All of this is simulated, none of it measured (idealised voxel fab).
The following is a process module called voxel transistor to metal.
For reference, the cross-section in this document is cut, with width 200 nm and square cells of 5 nm.
We lay out every cross-section as a grid of square cells and spell it out in bands from the top down, where one band means one or more rows of cells. This entry defines a band. It first specifies the height of the band's top and the height of its bottom in nm, and then specifies the band's materials from left to right, stating each material with its width in nm. The word "edge to edge" identifies a single material that fills the band from edge to edge, while the word "air" identifies empty space. For the purposes of this specification, 0 denotes the height below which the wafer in its as-received condition is composed wholly of one material, and the lowermost band, lacking a lower limit, extends downward without end, as expressed in "0 and below". Note: "30 to 40" means the width goes from the first number (top row of the band) to the second number (bottom row) in equal steps per row of cells. The designation "nothing altered", where it is given for a processing step, indicates that no cell of the cross-section was altered in the course of that step. "Closed void register" lists enclosed empty spaces (at least 8 cells, no open path upward to the top), each as width x height at distance from the left edge, in nm. Text after the settings on a step's line: the simulator's own remark on that step. If you see "overlay nm" on a step's line and that step has a mask, it's telling you how far right of where it was planned the mask ended up; a negative number means it went left instead. Pairs from here to the end. Each: cross-section before one process step, cross-section after it, the latter only as far down as the lowest band that changed. Under each: the step between, and its settings. Mind that the pairs may be taken from different runs of this module on the same starting wafer; whether a pair continues from the pair above depends on its entry headed "Preceding state", and it does only where that entry says so.

Preceding state:
* 0 and below = Si edge to edge
* Closed void register: none

After the Step:
* 5 down to 0 = SiO2 edge to edge
* Whatever lies below 0 is exactly as it was before.
* Closed void register: none
Process step bridging the above cross-sections: CONFORMAL_DEP | material SiO2 | thk nm 5

Preceding state: as in the pair right above, post-step view.

After the Step:
* 20 down to 5 = SiN edge to edge
* Whatever lies below 5 is exactly as it was before.
* Closed void register: none
Process step bridging the above cross-sections: CONFORMAL_DEP | material SiN | thk nm 15

Preceding state: as in the pair right above, post-step view.

After the Step:
* 35 down to 20 = aC edge to edge
* Whatever lies below 20 is exactly as it was before.
* Closed void register: none
Process step bridging the above cross-sections: DIRECTIONAL_DEP | material aC | thk nm 15

Preceding state: as in the pair right above, post-step view.

After the Step:
* 70 down to 35 = 35 of air, then 125 of resist, then 40 of air
* Whatever lies below 35 is exactly as it was before.
* Closed void register: none
Process step bridging the above cross-sections: PATTERN | tone cover | mask id ACTIVE | material resist | width nm 125 | thk nm 35 | overlay nm 0

Preceding state: as in the pair right above, post-step view.

After the Step:
* 55 down to 35 = 35 of air, then 125 of resist, then 40 of air
* 35 down to 20 = 35 of air, then 125 of aC, then 40 of air
* Whatever lies below 20 is exactly as it was before.
* Closed void register: none
Process step bridging the above cross-sections: DIRECTIONAL_ETCH | etch materials aC | depth nm 15

Preceding state: as in the pair right above, post-step view.

After the Step:
* 35 down to 20 = 35 of air, then 125 of aC, then 40 of air
* Whatever lies below 20 is exactly as it was before.
* Closed void register: none
Process step bridging the above cross-sections: STRIP | etch materials resist

Preceding state: as in the pair right above, post-step view.

After the Step:
* 35 down to 20 = 35 of air, then 125 of aC, then 40 of air
* 20 down to 5 = 35 of air, then 125 of SiN, then 40 of air
* Whatever lies below 5 is exactly as it was before.
* Closed void register: none
Process step bridging the above cross-sections: DIRECTIONAL_ETCH | etch materials SiN | depth nm 15

Preceding state: as in the pair right above, post-step view.

After the Step:
* 35 down to 20 = 35 of air, then 125 of aC, then 40 of air
* 20 down to 5 = 35 of air, then 125 of SiN, then 40 of air
* 5 down to 0 = 35 of air, then 125 of SiO2, then 40 of air
* Whatever lies below 0 is exactly as it was before.
* Closed void register: none
Process step bridging the above cross-sections: DIRECTIONAL_ETCH | etch materials SiO2 | depth nm 5

Preceding state: as in the pair right above, post-step view.

After the Step:
* 35 down to 20 = 35 of air, then 125 of aC, then 40 of air
* 20 down to 5 = 35 of air, then 125 of SiN, then 40 of air
* 5 down to 0 = 35 of air, then 125 of SiO2, then 40 of air
* 0 down to -25 = 35 of air, then 125 of Si, then 40 of air
* Whatever lies below -25 is exactly as it was before.
* Closed void register: none
Process step bridging the above cross-sections: DIRECTIONAL_ETCH | etch materials Si | depth nm 25

Preceding state: as in the pair right above, post-step view.

After the Step:
* 20 down to 5 = 35 of air, then 125 of SiN, then 40 of air
* Whatever lies below 5 is exactly as it was before.
* Closed void register: none
Process step bridging the above cross-sections: STRIP | etch materials aC

Preceding state: as in the pair right above, post-step view.

After the Step:
* 20 down to 5 = 35 of air, then 125 of SiN, then 40 of air
* 5 down to 0 = 35 of air, then 125 of SiO2, then 40 of air
* 0 down to -25 = 35 of air, then 5 of SiO2, then 115 of Si, then 5 of SiO2, then 40 of air
* -25 down to -30 = 40 of SiO2, then 115 of Si, then 45 of SiO2
* Whatever lies below -30 is exactly as it was before.
* Closed void register: none
Process step bridging the above cross-sections: OXIDIZE | depth nm 5

Preceding state: as in the pair right above, post-step view.

After the Step:
* 25 down to 20 = SiO2 edge to edge
* 20 down to 5 = 35 of SiO2, then 125 of SiN, then 40 of SiO2
* 5 down to 0 = SiO2 edge to edge
* 0 down to -30 = 40 of SiO2, then 115 of Si, then 45 of SiO2
* Whatever lies below -30 is exactly as it was before.
* Closed void register: none
Process step bridging the above cross-sections: FILL_DEP | material SiO2 | thk nm 5

Preceding state: as in the pair right above, post-step view.

After the Step:
* 20 down to 5 = 35 of SiO2, then 125 of SiN, then 40 of SiO2
* Whatever lies below 5 is exactly as it was before.
* Closed void register: none
Process step bridging the above cross-sections: CMP | height nm 20

Preceding state: as in the pair right above, post-step view.

After the Step:
* 20 down to 15 = 35 of air, then 125 of SiN, then 40 of air
* Whatever lies below 15 is exactly as it was before.
* Closed void register: none
Process step bridging the above cross-sections: SELECTIVE_ETCH | etch materials SiO2 | depth nm 5

Preceding state: as in the pair right above, post-step view.

After the Step:
* 15 down to 5 = 35 of SiO2, then 125 of air, then 40 of SiO2
* Whatever lies below 5 is exactly as it was before.
* Closed void register: none
Process step bridging the above cross-sections: STRIP | etch materials SiN

Preceding state: as in the pair right above, post-step view.

After the Step:
* 10 down to 0 = 30 of SiO2, then 135 of air, then 35 of SiO2
* Whatever lies below 0 is exactly as it was before.
* Closed void register: none
Process step bridging the above cross-sections: SELECTIVE_ETCH | etch materials SiO2 | depth nm 5

Preceding state: as in the pair right above, post-step view.

After the Step:
* 10 down to 0 = 30 of SiO2, then 135 of air, then 35 of SiO2
* 0 down to -5 = SiO2 edge to edge
* Whatever lies below -5 is exactly as it was before.
* Closed void register: none
Process step bridging the above cross-sections: OXIDIZE | depth nm 5

Preceding state: as in the pair right above, post-step view.

After the Step:
* 40 down to 30 = 30 of polySi, then 135 of air, then 35 of polySi
* 30 down to 10 = polySi edge to edge
* 10 down to 0 = 30 of SiO2, then 135 of polySi, then 35 of SiO2
* Whatever lies below 0 is exactly as it was before.
* Closed void register: none
Process step bridging the above cross-sections: DIRECTIONAL_DEP | material polySi | thk nm 30

Preceding state: as in the pair right above, post-step view.

After the Step:
* 55 down to 45 = 30 of SiCN, then 135 of air, then 35 of SiCN
* 45 down to 40 = SiCN edge to edge
* 40 down to 30 = 30 of polySi, then 135 of SiCN, then 35 of polySi
* Whatever lies below 30 is exactly as it was before.
* Closed void register: none
Process step bridging the above cross-sections: DIRECTIONAL_DEP | material SiCN | thk nm 15

Preceding state: as in the pair right above, post-step view.

After the Step:
* 70 down to 55 = 85 of air, then 25 of resist, then 90 of air
* 55 down to 45 = 30 of SiCN, then 55 of air, then 25 of resist, then 55 of air, then 35 of SiCN
* Whatever lies below 45 is exactly as it was before.
* Closed void register: none
Process step bridging the above cross-sections: PATTERN | tone cover | mask id GATE | material resist | width nm 25 | thk nm 15 | overlay nm 0

Preceding state: as in the pair right above, post-step view.

After the Step:
* 70 down to 45 = 85 of air, then 25 of resist, then 90 of air
* 45 down to 40 = 85 of air, then 25 of SiCN, then 90 of air
* 40 down to 30 = 30 of polySi, then 55 of air, then 25 of SiCN, then 55 of air, then 35 of polySi
* Whatever lies below 30 is exactly as it was before.
* Closed void register: none
Process step bridging the above cross-sections: DIRECTIONAL_ETCH | etch materials SiCN | depth nm 25

Preceding state: as in the pair right above, post-step view.

After the Step:
* 70 down to 45 = 85 of air, then 25 of resist, then 90 of air
* 45 down to 30 = 85 of air, then 25 of SiCN, then 90 of air
* 30 down to 10 = 85 of air, then 25 of polySi, then 90 of air
* 10 down to 0 = 30 of SiO2, then 55 of air, then 25 of polySi, then 55 of air, then 35 of SiO2
* Whatever lies below 0 is exactly as it was before.
* Closed void register: none
Process step bridging the above cross-sections: DIRECTIONAL_ETCH | etch materials polySi | depth nm 40

Preceding state: as in the pair right above, post-step view.

After the Step:
* 45 down to 30 = 85 of air, then 25 of SiCN, then 90 of air
* Whatever lies below 30 is exactly as it was before.
* Closed void register: none
Process step bridging the above cross-sections: STRIP | etch materials resist

Preceding state: as in the pair right above, post-step view.

After the Step:
* 50 down to 45 = 80 of air, then 35 of SiO2, then 85 of air
* 45 down to 30 = 80 of air, then 5 of SiO2, then 25 of SiCN, then 5 of SiO2, then 85 of air
* 30 down to 15 = 80 of air, then 5 of SiO2, then 25 of polySi, then 5 of SiO2, then 85 of air
* 15 down to 5 = 35 of SiO2, then 45 of air, then 5 of SiO2, then 25 of polySi, then 5 of SiO2, then 45 of air, then 40 of SiO2
* 5 down to 0 = 85 of SiO2, then 25 of polySi, then 90 of SiO2
* Whatever lies below 0 is exactly as it was before.
* Closed void register: none
Process step bridging the above cross-sections: CONFORMAL_DEP | material SiO2 | thk nm 5

Preceding state: as in the pair right above, post-step view.

After the Step:
* 45 down to 30 = 80 of air, then 5 of SiO2, then 25 of SiCN, then 5 of SiO2, then 85 of air
* 30 down to 10 = 80 of air, then 5 of SiO2, then 25 of polySi, then 5 of SiO2, then 85 of air
* 10 down to 0 = 35 of SiO2, then 45 of air, then 5 of SiO2, then 25 of polySi, then 5 of SiO2, then 45 of air, then 40 of SiO2
* Whatever lies below 0 is exactly as it was before.
* Closed void register: none
Process step bridging the above cross-sections: DIRECTIONAL_ETCH | etch materials SiO2 | depth nm 5

Preceding state: as in the pair right above, post-step view.

After the Step:
* 50 down to 45 = 75 of air, then 45 of SiN, then 80 of air
* 45 down to 30 = 75 of air, then 5 of SiN, then 5 of SiO2, then 25 of SiCN, then 5 of SiO2, then 5 of SiN, then 80 of air
* 30 down to 15 = 75 of air, then 5 of SiN, then 5 of SiO2, then 25 of polySi, then 5 of SiO2, then 5 of SiN, then 80 of air
* 15 down to 10 = 40 of SiN, then 35 of air, then 5 of SiN, then 5 of SiO2, then 25 of polySi, then 5 of SiO2, then 5 of SiN, then 35 of air, then 45 of SiN
* 10 down to 5 = 35 of SiO2, then 5 of SiN, then 35 of air, then 5 of SiN, then 5 of SiO2, then 25 of polySi, then 5 of SiO2, then 5 of SiN, then 35 of air, then 5 of SiN, then 40 of SiO2
* 5 down to 0 = 35 of SiO2, then 45 of SiN, then 5 of SiO2, then 25 of polySi, then 5 of SiO2, then 45 of SiN, then 40 of SiO2
* Whatever lies below 0 is exactly as it was before.
* Closed void register: none
Process step bridging the above cross-sections: CONFORMAL_DEP | material SiN | thk nm 5

Preceding state: as in the pair right above, post-step view.

After the Step:
* 45 down to 30 = 75 of air, then 5 of SiN, then 5 of SiO2, then 25 of SiCN, then 5 of SiO2, then 5 of SiN, then 80 of air
* 30 down to 10 = 75 of air, then 5 of SiN, then 5 of SiO2, then 25 of polySi, then 5 of SiO2, then 5 of SiN, then 80 of air
* 10 down to 0 = 35 of SiO2, then 5 of SiN, then 35 of air, then 5 of SiN, then 5 of SiO2, then 25 of polySi, then 5 of SiO2, then 5 of SiN, then 35 of air, then 5 of SiN, then 40 of SiO2
* Whatever lies below 0 is exactly as it was before.
* Closed void register: none
Process step bridging the above cross-sections: DIRECTIONAL_ETCH | etch materials SiN | depth nm 5

Preceding state: as in the pair right above, post-step view.

After the Step:
* 45 down to 40 = 75 of air, then 5 of SiN, then 5 of air, then 25 of SiCN, then 5 of air, then 5 of SiN, then 80 of air
* 40 down to 30 = 75 of air, then 5 of SiN, then 5 of SiO2, then 25 of SiCN, then 5 of SiO2, then 5 of SiN, then 80 of air
* 30 down to 10 = 75 of air, then 5 of SiN, then 5 of SiO2, then 25 of polySi, then 5 of SiO2, then 5 of SiN, then 80 of air
* 10 down to 5 = 35 of air, then 5 of SiN, then 35 of air, then 5 of SiN, then 5 of SiO2, then 25 of polySi, then 5 of SiO2, then 5 of SiN, then 35 of air, then 5 of SiN, then 40 of air
* 5 down to 0 = 35 of SiO2, then 5 of SiN, then 35 of air, then 5 of SiN, then 5 of SiO2, then 25 of polySi, then 5 of SiO2, then 5 of SiN, then 35 of air, then 5 of SiN, then 40 of SiO2
* 0 down to -5 = 40 of SiO2, then 35 of air, then 45 of SiO2, then 35 of air, then 45 of SiO2
* Whatever lies below -5 is exactly as it was before.
* Closed void register: none
Process step bridging the above cross-sections: DIRECTIONAL_ETCH | etch materials SiO2 | depth nm 5

Preceding state: as in the pair right above, post-step view.

After the Step:
* 45 down to 40 = 75 of air, then 5 of SiN, then 5 of air, then 25 of SiCN, then 5 of air, then 5 of SiN, then 80 of air
* 40 down to 30 = 75 of air, then 5 of SiN, then 5 of SiO2, then 25 of SiCN, then 5 of SiO2, then 5 of SiN, then 80 of air
* 30 down to 10 = 75 of air, then 5 of SiN, then 5 of SiO2, then 25 of polySi, then 5 of SiO2, then 5 of SiN, then 80 of air
* 10 down to 5 = 35 of air, then 5 of SiN, then 35 of air, then 5 of SiN, then 5 of SiO2, then 25 of polySi, then 5 of SiO2, then 5 of SiN, then 35 of air, then 5 of SiN, then 40 of air
* 5 down to 0 = 35 of SiO2, then 5 of SiN, then 35 of air, then 5 of SiN, then 5 of SiO2, then 25 of polySi, then 5 of SiO2, then 5 of SiN, then 35 of air, then 5 of SiN, then 40 of SiO2
* 0 down to -5 = 40 of SiO2, then 35 of air, then 45 of SiO2, then 35 of air, then 45 of SiO2
* -5 down to -20 = 40 of SiO2, then 35 of air, then 45 of Si, then 35 of air, then 45 of SiO2
* Whatever lies below -20 is exactly as it was before.
* Closed void register: none
Process step bridging the above cross-sections: DIRECTIONAL_ETCH | etch materials Si | depth nm 15

Preceding state: as in the pair right above, post-step view.

After the Step:
* 45 down to 40 = 75 of air, then 5 of SiN, then 5 of air, then 25 of SiCN, then 5 of air, then 5 of SiN, then 80 of air
* 40 down to 30 = 75 of air, then 5 of SiN, then 5 of SiO2, then 25 of SiCN, then 5 of SiO2, then 5 of SiN, then 80 of air
* 30 down to 15 = 75 of air, then 5 of SiN, then 5 of SiO2, then 25 of polySi, then 5 of SiO2, then 5 of SiN, then 80 of air
* 15 down to 10 = 55 of air, then 20 of SiGe, then 5 of SiN, then 5 of SiO2, then 25 of polySi, then 5 of SiO2, then 5 of SiN, then 20 of SiGe, then 60 of air
* 10 down to 5 = 35 of air, then 5 of SiN, then 15 of air, then 20 of SiGe, then 5 of SiN, then 5 of SiO2, then 25 of polySi, then 5 of SiO2, then 5 of SiN, then 20 of SiGe, then 15 of air, then 5 of SiN, then 40 of air
* 5 down to 0 = 35 of SiO2, then 5 of SiN, then 15 of air, then 20 of SiGe, then 5 of SiN, then 5 of SiO2, then 25 of polySi, then 5 of SiO2, then 5 of SiN, then 20 of SiGe, then 15 of air, then 5 of SiN, then 40 of SiO2
* 0 down to -5 = 40 of SiO2, then 35 of SiGe, then 45 of SiO2, then 35 of SiGe, then 45 of SiO2
* -5 down to -20 = 40 of SiO2, then 35 of SiGe, then 45 of Si, then 35 of SiGe, then 45 of SiO2
* Whatever lies below -20 is exactly as it was before.
* Closed void register: none
Process step bridging the above cross-sections: EPI | material SiGe | thk nm 20

Preceding state: as in the pair right above, post-step view.

After the Step:
* 55 down to 45 = SiO2 edge to edge
* 45 down to 30 = 75 of SiO2, then 5 of SiN, then 5 of SiO2, then 25 of SiCN, then 5 of SiO2, then 5 of SiN, then 80 of SiO2
* 30 down to 15 = 75 of SiO2, then 5 of SiN, then 5 of SiO2, then 25 of polySi, then 5 of SiO2, then 5 of SiN, then 80 of SiO2
* 15 down to 10 = 55 of SiO2, then 20 of SiGe, then 5 of SiN, then 5 of SiO2, then 25 of polySi, then 5 of SiO2, then 5 of SiN, then 20 of SiGe, then 60 of SiO2
* 10 down to 0 = 35 of SiO2, then 5 of SiN, then 15 of SiO2, then 20 of SiGe, then 5 of SiN, then 5 of SiO2, then 25 of polySi, then 5 of SiO2, then 5 of SiN, then 20 of SiGe, then 15 of SiO2, then 5 of SiN, then 40 of SiO2
* Whatever lies below 0 is exactly as it was before.
* Closed void register: none
Process step bridging the above cross-sections: FILL_DEP | material SiO2 | thk nm 10

Preceding state: as in the pair right above, post-step view.

After the Step:
* 45 down to 30 = 75 of SiO2, then 5 of SiN, then 5 of SiO2, then 25 of SiCN, then 5 of SiO2, then 5 of SiN, then 80 of SiO2
* Whatever lies below 30 is exactly as it was before.
* Closed void register: none
Process step bridging the above cross-sections: CMP | height nm 45

Preceding state: as in the pair right above, post-step view.

After the Step:
* 60 down to 45 = SiO2 edge to edge
* Whatever lies below 45 is exactly as it was before.
* Closed void register: none
Process step bridging the above cross-sections: DIRECTIONAL_DEP | material SiO2 | thk nm 15

Preceding state: as in the pair right above, post-step view.

After the Step:
* 60 down to 45 = 45 of SiO2, then 20 of air, then 65 of SiO2, then 20 of air, then 50 of SiO2
* 45 down to 30 = 45 of SiO2, then 20 of air, then 10 of SiO2, then 5 of SiN, then 5 of SiO2, then 25 of SiCN, then 5 of SiO2, then 5 of SiN, then 10 of SiO2, then 20 of air, then 50 of SiO2
* 30 down to 15 = 45 of SiO2, then 20 of air, then 10 of SiO2, then 5 of SiN, then 5 of SiO2, then 25 of polySi, then 5 of SiO2, then 5 of SiN, then 10 of SiO2, then 20 of air, then 50 of SiO2
* 15 down to 10 = 45 of SiO2, then 10 of air, then 20 of SiGe, then 5 of SiN, then 5 of SiO2, then 25 of polySi, then 5 of SiO2, then 5 of SiN, then 20 of SiGe, then 10 of air, then 50 of SiO2
* 10 down to 0 = 35 of SiO2, then 5 of SiN, then 5 of SiO2, then 10 of air, then 20 of SiGe, then 5 of SiN, then 5 of SiO2, then 25 of polySi, then 5 of SiO2, then 5 of SiN, then 20 of SiGe, then 10 of air, then 5 of SiO2, then 5 of SiN, then 40 of SiO2
* Whatever lies below 0 is exactly as it was before.
* Closed void register: none
Process step bridging the above cross-sections: MASKED_ETCH | tone open | mask id CONTACT | width nm 20 | pitch nm 85 | etch materials SiO2 | depth nm 60 | overlay nm 0

Preceding state: as in the pair right above, post-step view.

After the Step:
* 65 down to 60 = 50 of TiN, then 10 of air, then 75 of TiN, then 10 of air, then 55 of TiN
* 60 down to 45 = 45 of SiO2, then 5 of TiN, then 10 of air, then 5 of TiN, then 65 of SiO2, then 5 of TiN, then 10 of air, then 5 of TiN, then 50 of SiO2
* 45 down to 30 = 45 of SiO2, then 5 of TiN, then 10 of air, then 5 of TiN, then 10 of SiO2, then 5 of SiN, then 5 of SiO2, then 25 of SiCN, then 5 of SiO2, then 5 of SiN, then 10 of SiO2, then 5 of TiN, then 10 of air, then 5 of TiN, then 50 of SiO2
* 30 down to 20 = 45 of SiO2, then 5 of TiN, then 10 of air, then 5 of TiN, then 10 of SiO2, then 5 of SiN, then 5 of SiO2, then 25 of polySi, then 5 of SiO2, then 5 of SiN, then 10 of SiO2, then 5 of TiN, then 10 of air, then 5 of TiN, then 50 of SiO2
* 20 down to 15 = 45 of SiO2, then 20 of TiN, then 10 of SiO2, then 5 of SiN, then 5 of SiO2, then 25 of polySi, then 5 of SiO2, then 5 of SiN, then 10 of SiO2, then 20 of TiN, then 50 of SiO2
* 15 down to 10 = 45 of SiO2, then 10 of TiN, then 20 of SiGe, then 5 of SiN, then 5 of SiO2, then 25 of polySi, then 5 of SiO2, then 5 of SiN, then 20 of SiGe, then 10 of TiN, then 50 of SiO2
* 10 down to 0 = 35 of SiO2, then 5 of SiN, then 5 of SiO2, then 10 of TiN, then 20 of SiGe, then 5 of SiN, then 5 of SiO2, then 25 of polySi, then 5 of SiO2, then 5 of SiN, then 20 of SiGe, then 10 of TiN, then 5 of SiO2, then 5 of SiN, then 40 of SiO2
* Whatever lies below 0 is exactly as it was before.
* Closed void register: none
Process step bridging the above cross-sections: CONFORMAL_DEP | material TiN | thk nm 5

Preceding state: as in the pair right above, post-step view.

After the Step:
* 75 down to 65 = Ru edge to edge
* 65 down to 60 = 50 of TiN, then 10 of Ru, then 75 of TiN, then 10 of Ru, then 55 of TiN
* 60 down to 45 = 45 of SiO2, then 5 of TiN, then 10 of Ru, then 5 of TiN, then 65 of SiO2, then 5 of TiN, then 10 of Ru, then 5 of TiN, then 50 of SiO2
* 45 down to 30 = 45 of SiO2, then 5 of TiN, then 10 of Ru, then 5 of TiN, then 10 of SiO2, then 5 of SiN, then 5 of SiO2, then 25 of SiCN, then 5 of SiO2, then 5 of SiN, then 10 of SiO2, then 5 of TiN, then 10 of Ru, then 5 of TiN, then 50 of SiO2
* 30 down to 20 = 45 of SiO2, then 5 of TiN, then 10 of Ru, then 5 of TiN, then 10 of SiO2, then 5 of SiN, then 5 of SiO2, then 25 of polySi, then 5 of SiO2, then 5 of SiN, then 10 of SiO2, then 5 of TiN, then 10 of Ru, then 5 of TiN, then 50 of SiO2
* Whatever lies below 20 is exactly as it was before.
* Closed void register: none
Process step bridging the above cross-sections: FILL_DEP | material Ru | thk nm 10

Preceding state: as in the pair right above, post-step view.

After the Step:
* 60 down to 45 = 45 of SiO2, then 5 of TiN, then 10 of Ru, then 5 of TiN, then 65 of SiO2, then 5 of TiN, then 10 of Ru, then 5 of TiN, then 50 of SiO2
* Whatever lies below 45 is exactly as it was before.
* Closed void register: none
Process step bridging the above cross-sections: CMP | height nm 60

Preceding state: as in the pair right above, post-step view.

After the Step:
* 65 down to 60 = SiCN edge to edge
* Whatever lies below 60 is exactly as it was before.
* Closed void register: none
Process step bridging the above cross-sections: CONFORMAL_DEP | material SiCN | thk nm 5

Preceding state: as in the pair right above, post-step view.

After the Step:
* 90 down to 65 = SiO2 edge to edge
* Whatever lies below 65 is exactly as it was before.
* Closed void register: none
Process step bridging the above cross-sections: DIRECTIONAL_DEP | material SiO2 | thk nm 25

Preceding state: as in the pair right above, post-step view.

After the Step:
* 105 down to 90 = aC edge to edge
* Whatever lies below 90 is exactly as it was before.
* Closed void register: none
Process step bridging the above cross-sections: DIRECTIONAL_DEP | material aC | thk nm 15

Preceding state: as in the pair right above, post-step view.

After the Step:
* 135 down to 105 = 45 of resist, then 20 of air, then 65 of resist, then 20 of air, then 50 of resist
* Whatever lies below 105 is exactly as it was before.
* Closed void register: none
Process step bridging the above cross-sections: PATTERN | tone open | mask id METAL_1 | material resist | width nm 20 | pitch nm 85 | thk nm 30 | overlay nm 0

Preceding state: as in the pair right above, post-step view.

After the Step:
* 120 down to 105 = 45 of resist, then 20 of air, then 65 of resist, then 20 of air, then 50 of resist
* 105 down to 90 = 45 of aC, then 20 of air, then 65 of aC, then 20 of air, then 50 of aC
* Whatever lies below 90 is exactly as it was before.
* Closed void register: none
Process step bridging the above cross-sections: DIRECTIONAL_ETCH | etch materials aC | depth nm 15

Preceding state: as in the pair right above, post-step view.

After the Step:
* 105 down to 90 = 45 of aC, then 20 of air, then 65 of aC, then 20 of air, then 50 of aC
* Whatever lies below 90 is exactly as it was before.
* Closed void register: none
Process step bridging the above cross-sections: STRIP | etch materials resist

Preceding state: as in the pair right above, post-step view.

After the Step:
* 105 down to 90 = 45 of aC, then 20 of air, then 65 of aC, then 20 of air, then 50 of aC
* 90 down to 65 = 45 of SiO2, then 20 of air, then 65 of SiO2, then 20 of air, then 50 of SiO2
* Whatever lies below 65 is exactly as it was before.
* Closed void register: none
Process step bridging the above cross-sections: DIRECTIONAL_ETCH | etch materials SiO2 | depth nm 25

Preceding state: as in the pair right above, post-step view.

After the Step:
* 105 down to 90 = 45 of aC, then 20 of air, then 65 of aC, then 20 of air, then 50 of aC
* 90 down to 65 = 45 of SiO2, then 20 of air, then 65 of SiO2, then 20 of air, then 50 of SiO2
* 65 down to 60 = 45 of SiCN, then 20 of air, then 65 of SiCN, then 20 of air, then 50 of SiCN
* Whatever lies below 60 is exactly as it was before.
* Closed void register: none
Process step bridging the above cross-sections: DIRECTIONAL_ETCH | etch materials SiCN | depth nm 5

Preceding state: as in the pair right above, post-step view.

After the Step:
* 90 down to 65 = 45 of SiO2, then 20 of air, then 65 of SiO2, then 20 of air, then 50 of SiO2
* Whatever lies below 65 is exactly as it was before.
* Closed void register: none
Process step bridging the above cross-sections: STRIP | etch materials aC

Preceding state: as in the pair right above, post-step view.

After the Step:
* 95 down to 90 = 50 of TiN, then 10 of air, then 75 of TiN, then 10 of air, then 55 of TiN
* 90 down to 65 = 45 of SiO2, then 5 of TiN, then 10 of air, then 5 of TiN, then 65 of SiO2, then 5 of TiN, then 10 of air, then 5 of TiN, then 50 of SiO2
* 65 down to 60 = 45 of SiCN, then 20 of TiN, then 65 of SiCN, then 20 of TiN, then 50 of SiCN
* Whatever lies below 60 is exactly as it was before.
* Closed void register: none
Process step bridging the above cross-sections: CONFORMAL_DEP | material TiN | thk nm 5

Preceding state: as in the pair right above, post-step view.

After the Step:
* 105 down to 95 = Ru edge to edge
* 95 down to 90 = 50 of TiN, then 10 of Ru, then 75 of TiN, then 10 of Ru, then 55 of TiN
* 90 down to 65 = 45 of SiO2, then 5 of TiN, then 10 of Ru, then 5 of TiN, then 65 of SiO2, then 5 of TiN, then 10 of Ru, then 5 of TiN, then 50 of SiO2
* Whatever lies below 65 is exactly as it was before.
* Closed void register: none
Process step bridging the above cross-sections: FILL_DEP | material Ru | thk nm 10

Preceding state: as in the pair right above, post-step view.

After the Step:
* 90 down to 65 = 45 of SiO2, then 5 of TiN, then 10 of Ru, then 5 of TiN, then 65 of SiO2, then 5 of TiN, then 10 of Ru, then 5 of TiN, then 50 of SiO2
* Whatever lies below 65 is exactly as it was before.
* Closed void register: none
Process step bridging the above cross-sections: CMP | height nm 90

Preceding state: as in the pair right above, post-step view.

After the Step:
* 95 down to 90 = SiCN edge to edge
* Whatever lies below 90 is exactly as it was before.
* Closed void register: none
Process step bridging the above cross-sections: CONFORMAL_DEP | material SiCN | thk nm 5

Preceding state:
* 75 down to 65 = Ru edge to edge
* 65 down to 60 = 50 of TiN, then 10 of Ru, then 75 of TiN, then 10 of Ru, then 55 of TiN
* 60 down to 45 = 45 of SiO2, then 5 of TiN, then 10 of Ru, then 5 of TiN, then 65 of SiO2, then 5 of TiN, then 10 of Ru, then 5 of TiN, then 50 of SiO2
* 45 down to 30 = 45 of SiO2, then 5 of TiN, then 10 of Ru, then 5 of TiN, then 10 of SiO2, then 5 of SiN, then 5 of SiO2, then 25 of SiCN, then 5 of SiO2, then 5 of SiN, then 10 of SiO2, then 5 of TiN, then 10 of Ru, then 5 of TiN, then 50 of SiO2
* 30 down to 20 = 45 of SiO2, then 5 of TiN, then 10 of Ru, then 5 of TiN, then 10 of SiO2, then 5 of SiN, then 5 of SiO2, then 25 of polySi, then 5 of SiO2, then 5 of SiN, then 10 of SiO2, then 5 of TiN, then 10 of Ru, then 5 of TiN, then 50 of SiO2
* 20 down to 15 = 45 of SiO2, then 20 of TiN, then 10 of SiO2, then 5 of SiN, then 5 of SiO2, then 25 of polySi, then 5 of SiO2, then 5 of SiN, then 10 of SiO2, then 20 of TiN, then 50 of SiO2
* 15 down to 10 = 45 of SiO2, then 10 of TiN, then 20 of SiGe, then 5 of SiN, then 5 of SiO2, then 25 of polySi, then 5 of SiO2, then 5 of SiN, then 20 of SiGe, then 10 of TiN, then 50 of SiO2
* 10 down to 0 = 35 of SiO2, then 5 of SiN, then 5 of SiO2, then 10 of TiN, then 20 of SiGe, then 5 of SiN, then 5 of SiO2, then 25 of polySi, then 5 of SiO2, then 5 of SiN, then 20 of SiGe, then 10 of TiN, then 5 of SiO2, then 5 of SiN, then 40 of SiO2
* 0 down to -5 = 40 of SiO2, then 35 of SiGe, then 45 of SiO2, then 35 of SiGe, then 45 of SiO2
* -5 down to -20 = 40 of SiO2, then 35 of SiGe, then 45 of Si, then 35 of SiGe, then 45 of SiO2
* -20 down to -30 = 40 of SiO2, then 115 of Si, then 45 of SiO2
* -30 and below = Si edge to edge
* Closed void register: none

After the Step:
* 80 down to 75 = SiCN edge to edge
* Whatever lies below 75 is exactly as it was before.
* Closed void register: none
Process step bridging the above cross-sections: CONFORMAL_DEP | material SiCN | thk nm 5

Preceding state: as in the pair right above, post-step view.

After the Step:
* 105 down to 80 = SiO2 edge to edge
* Whatever lies below 80 is exactly as it was before.
* Closed void register: none
Process step bridging the above cross-sections: DIRECTIONAL_DEP | material SiO2 | thk nm 25

Preceding state: as in the pair right above, post-step view.

After the Step:
* 120 down to 105 = aC edge to edge
* Whatever lies below 105 is exactly as it was before.
* Closed void register: none
Process step bridging the above cross-sections: DIRECTIONAL_DEP | material aC | thk nm 15

Preceding state: as in the pair right above, post-step view.

After the Step:
* 150 down to 120 = 45 of resist, then 20 of air, then 65 of resist, then 20 of air, then 50 of resist
* Whatever lies below 120 is exactly as it was before.
* Closed void register: none
Process step bridging the above cross-sections: PATTERN | tone open | mask id METAL_1 | material resist | width nm 20 | pitch nm 85 | thk nm 30 | overlay nm 0

Preceding state: as in the pair right above, post-step view.

After the Step:
* 135 down to 120 = 45 of resist, then 20 of air, then 65 of resist, then 20 of air, then 50 of resist
* 120 down to 105 = 45 of aC, then 20 of air, then 65 of aC, then 20 of air, then 50 of aC
* Whatever lies below 105 is exactly as it was before.
* Closed void register: none
Process step bridging the above cross-sections: DIRECTIONAL_ETCH | etch materials aC | depth nm 15

Preceding state: as in the pair right above, post-step view.

After the Step:
* 120 down to 105 = 45 of aC, then 20 of air, then 65 of aC, then 20 of air, then 50 of aC
* Whatever lies below 105 is exactly as it was before.
* Closed void register: none
Process step bridging the above cross-sections: STRIP | etch materials resist

Preceding state: as in the pair right above, post-step view.

After the Step:
* 120 down to 105 = 45 of aC, then 20 of air, then 65 of aC, then 20 of air, then 50 of aC
* 105 down to 80 = 45 of SiO2, then 20 of air, then 65 of SiO2, then 20 of air, then 50 of SiO2
* Whatever lies below 80 is exactly as it was before.
* Closed void register: none
Process step bridging the above cross-sections: DIRECTIONAL_ETCH | etch materials SiO2 | depth nm 25
